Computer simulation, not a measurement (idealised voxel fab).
The process module presented herein is designated voxel transistor to metal.
It is cross-section cut that appears here, measuring 215 nm in width, its square cells being 5 nm in size.
In this document a cross-section is written as a grid of square cells. It is given as a series of bands, listed from the top down, and a band is one or more rows of cells.
Within each band entry, the heights of the top and of the bottom of the band appear first, in that order and in nm; the materials of the band then follow from left to right, each with its corresponding width in nm. The designation "edge to edge" on a single material indicates that it fills the band from edge to edge; the designation "air" indicates empty space.
Counting heights begins at 0, where everything beneath is, in the wafer as received, one material. The lowest band has no bottom; it goes on downwards, as "0 and below" shows.
A two-number width, for instance "30 to 40", indicates that the width is equal to the first number in the top row of the band and to the second number in the bottom row, and that it changes by a constant amount per row of cells.
What does "left unchanged" mean for a step? It means no cell of the cross-section changed in that step.
What "Entrapped voids" gives you is every empty space of 8 cells or more that is cut off from the top. Each appears as width x height at distance, with the distance taken from the left edge and width, height and distance all in nm.
Past the settings on a step's line: simulator remark, on that step.
overlay nm, on a step with a mask: how far to the right of its planned place the mask lay; to the left if negative

## Planned process steps
| 1 | RECEIVE, material Si |
| 2 | OXIDIZE, depth nm 5 |
| 3 | CONFORMAL_DEP, material SiN, thk nm 10 |
| 4 | DIRECTIONAL_DEP, material aC, thk nm 15 |
| 5 | PATTERN, tone cover, mask id ACTIVE, material resist, width nm 115, thk nm 35, overlay nm 0 |
| 6 | DIRECTIONAL_ETCH, etch materials aC, depth nm 15 |
| 7 | STRIP, etch materials resist |
| 8 | DIRECTIONAL_ETCH, etch materials SiN, depth nm 10 |
| 9 | DIRECTIONAL_ETCH, etch materials SiO2, depth nm 5 |
| 10 | DIRECTIONAL_ETCH, etch materials Si, depth nm 25 |
| 11 | STRIP, etch materials aC |
| 12 | FILL_DEP, material SiO2, thk nm 15 |
| 13 | CMP, height nm 10 |
| 14 | SELECTIVE_ETCH, etch materials SiO2, depth nm 5 |
| 15 | STRIP, etch materials SiN |
| 16 | SELECTIVE_ETCH, etch materials SiO2, depth nm 5 |
| 17 | OXIDIZE, depth nm 5 |
| 18 | DIRECTIONAL_DEP, material polySi, thk nm 20 |
| 19 | DIRECTIONAL_DEP, material SiCN, thk nm 15 |
| 20 | MASKED_ETCH, tone cover, mask id GATE, width nm 25, etch materials SiCN, depth nm 25, overlay nm 0 |
| 21 | MASKED_ETCH, tone cover, mask id GATE, width nm 25, etch materials polySi, depth nm 30, overlay nm 0 |
| 22 | CONFORMAL_DEP, material SiO2, thk nm 5 |
| 23 | DIRECTIONAL_ETCH, etch materials SiO2, depth nm 5 |
| 24 | CONFORMAL_DEP, material SiN, thk nm 5 |
| 25 | DIRECTIONAL_ETCH, etch materials SiN, depth nm 5 |
| 26 | DIRECTIONAL_ETCH, etch materials SiO2, depth nm 5 |
| 27 | DIRECTIONAL_ETCH, etch materials Si, depth nm 15 |
| 28 | EPI, material nSi, thk nm 15 |
| 29 | FILL_DEP, material SiO2, thk nm 5 |
| 30 | CMP, height nm 30 |
| 31 | DIRECTIONAL_DEP, material SiO2, thk nm 15 |
| 32 | PATTERN, tone open, mask id CONTACT, material resist, width nm 15, pitch nm 75, thk nm 15, overlay nm 0 |
| 33 | DIRECTIONAL_ETCH, etch materials SiO2, depth nm 40 |
| 34 | STRIP, etch materials resist |
| 35 | CONFORMAL_DEP, material TiN, thk nm 5 |
| 36 | FILL_DEP, material Ru, thk nm 10 |
| 37 | CMP, height nm 45 |
| 38 | DIRECTIONAL_DEP, material TiN, thk nm 5 |
| 39 | DIRECTIONAL_DEP, material Ru, thk nm 15 |
| 40 | DIRECTIONAL_DEP, material aC, thk nm 10 |
| 41 | PATTERN, tone cover, mask id METAL_1, material resist, width nm 20, pitch nm 75, thk nm 25, overlay nm 0 |
| 42 | DIRECTIONAL_ETCH, etch materials aC, depth nm 10 |
| 43 | STRIP, etch materials resist |
| 44 | DIRECTIONAL_ETCH, etch materials Ru, depth nm 15 |
| 45 | DIRECTIONAL_ETCH, etch materials TiN, depth nm 5 |
| 46 | STRIP, etch materials aC |
| 47 | FILL_DEP, material lowk, thk nm 10 |
| 48 | CMP, height nm 65 |
| 49 | CONFORMAL_DEP, material SiN, thk nm 5 |
The width nm used in step 32 is not the same on every wafer, whereas the starting condition is; the value printed in the plan is the first wafer's.

## Sectional view: first of several wafers, as received, after step 1
	0 and below | Si edge to edge
	Entrapped voids: none

## first wafer at the end, after step 49
	70 down to 65 | SiN edge to edge
	65 down to 50 | lowk=60 / Ru=20 / lowk=55 / Ru=20 / lowk=60
	50 down to 45 | lowk=60 / TiN=20 / lowk=55 / TiN=20 / lowk=60
	45 down to 30 | SiO2=65 / TiN=5 / Ru=5 / TiN=5 / SiO2=60 / TiN=5 / Ru=5 / TiN=5 / SiO2=60
	30 down to 15 | SiO2=65 / TiN=5 / Ru=5 / TiN=5 / SiO2=5 / SiN=5 / SiO2=5 / SiCN=25 / SiO2=5 / SiN=5 / SiO2=10 / TiN=5 / Ru=5 / TiN=5 / SiO2=60
	15 down to 10 | SiO2=65 / TiN=5 / Ru=5 / TiN=5 / SiO2=5 / SiN=5 / SiO2=5 / polySi=25 / SiO2=5 / SiN=5 / SiO2=10 / TiN=5 / Ru=5 / TiN=5 / SiO2=60
	10 down to 5 | SiO2=65 / TiN=15 / SiO2=5 / SiN=5 / SiO2=5 / polySi=25 / SiO2=5 / SiN=5 / SiO2=10 / TiN=15 / SiO2=60
	5 down to 0 | SiO2=50 / nSi=35 / SiN=5 / SiO2=5 / polySi=25 / SiO2=5 / SiN=5 / nSi=35 / SiO2=50
	0 down to -5 | SiO2=50 / SiN=5 / nSi=30 / SiN=5 / SiO2=5 / polySi=25 / SiO2=5 / SiN=5 / nSi=30 / SiN=5 / SiO2=50
	-5 down to -10 | SiO2=55 / nSi=30 / SiO2=45 / nSi=30 / SiO2=55
	-10 down to -25 | SiO2=50 / Si=5 / nSi=30 / Si=45 / nSi=30 / Si=5 / SiO2=50
	-25 down to -30 | SiO2=50 / Si=115 / SiO2=50
	-30 and below | Si edge to edge
	Entrapped voids: none

## Cross-sectional view, end of module, last wafer of several
	70 down to 65 | SiN edge to edge
	65 down to 50 | lowk=60 / Ru=20 / lowk=55 / Ru=20 / lowk=60
	50 down to 45 | lowk=60 / TiN=20 / lowk=55 / TiN=20 / lowk=60
	45 down to 35 | SiO2=55 / TiN=5 / Ru=25 / TiN=5 / SiO2=40 / TiN=5 / Ru=25 / TiN=5 / SiO2=50
	35 down to 30 | SiO2=55 / TiN=5 / Ru=20 / TiN=10 / SiO2=40 / TiN=5 / Ru=25 / TiN=5 / SiO2=50
	30 down to 15 | SiO2=55 / TiN=5 / Ru=20 / TiN=5 / SiN=5 / SiO2=5 / SiCN=25 / SiO2=5 / SiN=5 / TiN=5 / Ru=25 / TiN=5 / SiO2=50
	15 down to 10 | SiO2=55 / TiN=5 / Ru=20 / TiN=5 / SiN=5 / SiO2=5 / polySi=25 / SiO2=5 / SiN=5 / TiN=5 / Ru=25 / TiN=5 / SiO2=50
	10 down to 5 | SiO2=55 / TiN=30 / SiN=5 / SiO2=5 / polySi=25 / SiO2=5 / SiN=5 / TiN=35 / SiO2=50
	5 down to 0 | SiO2=50 / nSi=35 / SiN=5 / SiO2=5 / polySi=25 / SiO2=5 / SiN=5 / nSi=35 / SiO2=50
	0 down to -5 | SiO2=50 / SiN=5 / nSi=30 / SiN=5 / SiO2=5 / polySi=25 / SiO2=5 / SiN=5 / nSi=30 / SiN=5 / SiO2=50
	-5 down to -10 | SiO2=55 / nSi=30 / SiO2=45 / nSi=30 / SiO2=55
	-10 down to -25 | SiO2=50 / Si=5 / nSi=30 / Si=45 / nSi=30 / Si=5 / SiO2=50
	-25 down to -30 | SiO2=50 / Si=115 / SiO2=50
	-30 and below | Si edge to edge
	Entrapped voids: none

## Table: wafers, a row each; end-of-module cell change per material since receipt, gain (+), loss (-); then closed voids
width nm 15 | +38 Ru | -202 Si | +15 SiCN | +59 SiN | +416 SiO2 | +42 TiN | +140 lowk | +74 nSi | +20 polySi | Entrapped voids: none
width nm 20 | +52 Ru | -202 Si | +15 SiCN | +59 SiN | +400 SiO2 | +44 TiN | +140 lowk | +74 nSi | +20 polySi | Entrapped voids: none
width nm 25 | +66 Ru | -202 Si | +15 SiCN | +59 SiN | +384 SiO2 | +46 TiN | +140 lowk | +74 nSi | +20 polySi | Entrapped voids: none
width nm 30 | +80 Ru | -202 Si | +15 SiCN | +59 SiN | +368 SiO2 | +48 TiN | +140 lowk | +74 nSi | +20 polySi | Entrapped voids: none
width nm 35 | +89 Ru | -202 Si | +15 SiCN | +59 SiN | +357 SiO2 | +50 TiN | +140 lowk | +74 nSi | +20 polySi | Entrapped voids: none
